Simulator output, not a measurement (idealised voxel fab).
Presented below is a process module, voxel tone inversion.
Cross-sectional view cut (width: 175 nm; square cell size: 5 nm).
Cross-section, as written here: a square-cell grid given band by band from the top down, where a band holds one or more rows of cells.
Band: top height; bottom height; in nm. Then, left to right: material with width in nm, for each material. "all across": a single material spanning edge to edge. "blank": empty space.
The reference from which all heights are counted is 0, the level beneath which the as-received wafer is entirely one material; the lowest band, having no lower bound, proceeds downward and is written after the example "from 0 down".
Quick explanation for "30..40": the width changes in equal steps down the rows of cells, from the first number in the band's top row to the second number in its bottom row.
The cross-section has no changed cell in any step marked "nothing was modified".
Each empty space that has no open way to the top and spans at least 8 cells appears under "Entrapped void list" as width x height at distance, the distance counted from the left edge, all in nm.
What comes after the settings on a step's line is commentary from the simulator itself on that step.
What "overlay nm" on a step's line means: if the step has a mask, that mask lay this far to the right of its planned place, or, when the value is negative, to the left.
LISTED BELOW ARE THE PROCESS STEPS AS PLANNED
1) RECEIVE,material Si
2) CONFORMAL_DEP,material SiCN,thk nm 5
3) DIRECTIONAL_DEP,material aC,thk nm 25
4) PATTERN,tone cover,mask id POSTS,material resist,width nm 20,pitch nm 40,thk nm 30,overlay nm 0
5) DIRECTIONAL_ETCH,etch materials aC,depth nm 25
6) STRIP,etch materials resist
7) FILL_DEP,material lowk,thk nm 5
8) CMP,height nm 30
9) STRIP,etch materials aC
All wafers enter the flow in the same state. The depth nm at step 5 differs from wafer to wafer, and the plan gives the value for the first wafer.
THE FIRST OF SEVERAL WAFERS, AS RECEIVED AFTER STEP 1, SEEN IN SECTION
* from 0 down  Si all across
* Entrapped void list: none
TABLE: WAFERS, A ROW EACH; END-OF-MODULE CELL CHANGE PER MATERIAL SINCE RECEIPT, GAIN (+), LOSS (-); THEN CLOSED VOIDS
depth nm 25 | +35 SiCN | +135 lowk | Entrapped void list: none
depth nm 30 | +35 SiCN | +135 lowk | Entrapped void list: none
depth nm 35 | +35 SiCN | +32 aC | +143 lowk | Entrapped void list: none
